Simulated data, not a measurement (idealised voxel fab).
Presented below is a process module, voxel capacitor over wiring.
Cross-section cut spans 290 nm and uses square cells 5 nm in size.
Cross-section format: a grid of square cells, given as bands from top to bottom; each band is one or more rows of cells. Heights first: top, then bottom, in nm. Then materials, left to right, each with a width in nm. "throughout" on a single material: fills the band edge to edge. "empty": empty space. We count height from 0. Below that, the starting wafer is all one material. The lowest band never ends at the bottom but goes on down; see "0 down" for how that is written. The notation "30..40" denotes a width that varies across the rows of cells in the band, beginning at the first number in the top row, finishing at the second number in the bottom row, and changing by an identical amount from each row to the next. Basically "no alterations made" means that step didn't change any cell in the cross-section. In "Enclosed void entries" the enclosed voids are listed, meaning empty spaces of 8 cells or larger without any opening to the top. The form is width x height at distance, distance from the left edge, units nm. after a step's settings: what the simulator itself notes on the step. overlay nm: right-of-plan distance of the mask on a masked step; negative values mean left-of-plan.

### Process steps (planned)
1: RECEIVE,material Si
2: CONFORMAL_DEP,material SiO2,thk nm 15
3: CONFORMAL_DEP,material SiN,thk nm 5
4: DIRECTIONAL_DEP,material lowk,thk nm 25
5: DIRECTIONAL_DEP,material aC,thk nm 10
6: PATTERN,tone open,mask id METAL_1,material resist,width nm 30,pitch nm 85,thk nm 30,overlay nm -15
7: DIRECTIONAL_ETCH,etch materials aC,depth nm 10
8: STRIP,etch materials resist
9: DIRECTIONAL_ETCH,etch materials lowk,depth nm 25
10: DIRECTIONAL_ETCH,etch materials SiN,depth nm 5
11: STRIP,etch materials aC
12: CONFORMAL_DEP,material TiN,thk nm 5
13: FILL_DEP,material W,thk nm 5
14: CMP,height nm 45
15: CONFORMAL_DEP,material SiCN,thk nm 5
16: DIRECTIONAL_DEP,material SiO2,thk nm 15
17: MASKED_ETCH,tone open,mask id PLUG_1,width nm 15,etch materials SiO2,depth nm 15,overlay nm 0
18: MASKED_ETCH,tone open,mask id PLUG_1,width nm 15,etch materials SiCN,depth nm 5,overlay nm 0
19: EPI,material Ru,thk nm 10
20: EPI,material Ru,thk nm 10
21: DIRECTIONAL_DEP,material TiN,thk nm 5
22: DIRECTIONAL_DEP,material HfO2,thk nm 5
23: DIRECTIONAL_DEP,material TiN,thk nm 10
24: MASKED_ETCH,tone cover,mask id UPPER_PLATE,width nm 60,etch materials TiN,depth nm 10,overlay nm 0
25: MASKED_ETCH,tone cover,mask id UPPER_PLATE,width nm 60,etch materials HfO2,depth nm 5,overlay nm 0
26: DIRECTIONAL_DEP,material aC,thk nm 10
27: PATTERN,tone cover,mask id LOWER_PLATE,material resist,width nm 70,thk nm 25,overlay nm 0
28: DIRECTIONAL_ETCH,etch materials aC,depth nm 10
29: STRIP,etch materials resist
30: DIRECTIONAL_ETCH,etch materials TiN,depth nm 5
31: STRIP,etch materials aC
32: FILL_DEP,material SiO2,thk nm 20
33: CMP,height nm 100
34: DIRECTIONAL_DEP,material aC,thk nm 15
35: PATTERN,tone open,mask id PLUG_2,material resist,width nm 15,thk nm 30,overlay nm 0
36: DIRECTIONAL_ETCH,etch materials aC,depth nm 15
37: STRIP,etch materials resist
38: DIRECTIONAL_ETCH,etch materials SiO2,depth nm 15
39: STRIP,etch materials aC
40: CONFORMAL_DEP,material TiN,thk nm 5
41: FILL_DEP,material Cu,thk nm 5
42: CMP,height nm 100
43: CONFORMAL_DEP,material SiN,thk nm 5
The plan shows the overlay nm of step 6 as the first wafer had it; this setting differs between the wafers, which start out alike.

### Cross-section of the first of several wafers as received (after step 1)
> 0 down = Si throughout
> Enclosed void entries: none

### At the end of the module, after its last step, step 43, the first of several wafers appears in cross-section as follows
> 105 to 100 = SiN throughout
> 100 to 90 = SiO2 110 / TiN 5 / Cu 5 / TiN 5 / SiO2 165
> 90 to 85 = SiO2 110 / TiN 15 / SiO2 165
> 85 to 75 = SiO2 115 / TiN 45 / SiO2 130
> 75 to 70 = SiO2 115 / HfO2 45 / SiO2 130
> 70 to 65 = SiO2 95 / TiN 5 / SiO2 15 / TiN 50 / SiO2 125
> 65 to 55 = SiO2 100 / TiN 15 / SiO2 175
> 55 to 50 = SiO2 100 / HfO2 15 / SiO2 175
> 50 to 45 = SiCN 100 / TiN 15 / SiCN 175
> 45 to 20 = lowk 70 / TiN 5 / W 20 / TiN 5 / lowk 55 / TiN 5 / W 20 / TiN 5 / lowk 105
> 20 to 15 = SiN 70 / TiN 30 / SiN 55 / TiN 30 / SiN 105
> 15 to 0 = SiO2 throughout
> 0 down = Si throughout
> Enclosed void entries: none

### A cross-section through the last wafer at the close of the module
> 105 to 100 = SiN throughout
> 100 to 90 = SiO2 110 / TiN 5 / Cu 5 / TiN 5 / SiO2 165
> 90 to 85 = SiO2 110 / TiN 15 / SiO2 165
> 85 to 75 = SiO2 100 / TiN 60 / SiO2 130
> 75 to 70 = SiO2 100 / HfO2 60 / SiO2 130
> 70 to 65 = SiO2 95 / TiN 70 / SiO2 125
> 65 to 50 = SiO2 100 / Ru 15 / SiO2 175
> 50 to 45 = SiCN 100 / Ru 15 / SiCN 175
> 45 to 20 = lowk 100 / TiN 5 / W 20 / TiN 5 / lowk 55 / TiN 5 / W 20 / TiN 5 / lowk 75
> 20 to 15 = SiN 100 / TiN 30 / SiN 55 / TiN 30 / SiN 75
> 15 to 0 = SiO2 throughout
> 0 down = Si throughout
> Enclosed void entries: none

### For your reference, the table is organized with a row per wafer; each row reflects the wafer at the end of the module, indicating for each material the cells gained (+) or lost (-) since receipt, and thereafter its closed voids
overlay nm -15, +2 Cu, +12 HfO2, +55 SiCN, +104 SiN, +698 SiO2, +77 TiN, +40 W, +230 lowk, Enclosed void entries: none
overlay nm -10, +2 Cu, +12 HfO2, +12 Ru, +55 SiCN, +104 SiN, +686 SiO2, +77 TiN, +40 W, +230 lowk, Enclosed void entries: none
overlay nm -5, +2 Cu, +12 HfO2, +12 Ru, +55 SiCN, +104 SiN, +686 SiO2, +77 TiN, +40 W, +230 lowk, Enclosed void entries: none
overlay nm 0, +2 Cu, +12 HfO2, +12 Ru, +55 SiCN, +104 SiN, +686 SiO2, +77 TiN, +40 W, +230 lowk, Enclosed void entries: none
overlay nm 5, +2 Cu, +12 HfO2, +12 Ru, +55 SiCN, +104 SiN, +686 SiO2, +77 TiN, +40 W, +230 lowk, Enclosed void entries: none
overlay nm 10, +2 Cu, +12 HfO2, +12 Ru, +55 SiCN, +104 SiN, +686 SiO2, +77 TiN, +40 W, +230 lowk, Enclosed void entries: none
overlay nm 15, +2 Cu, +12 HfO2, +12 Ru, +55 SiCN, +104 SiN, +686 SiO2, +77 TiN, +40 W, +230 lowk, Enclosed void entries: none
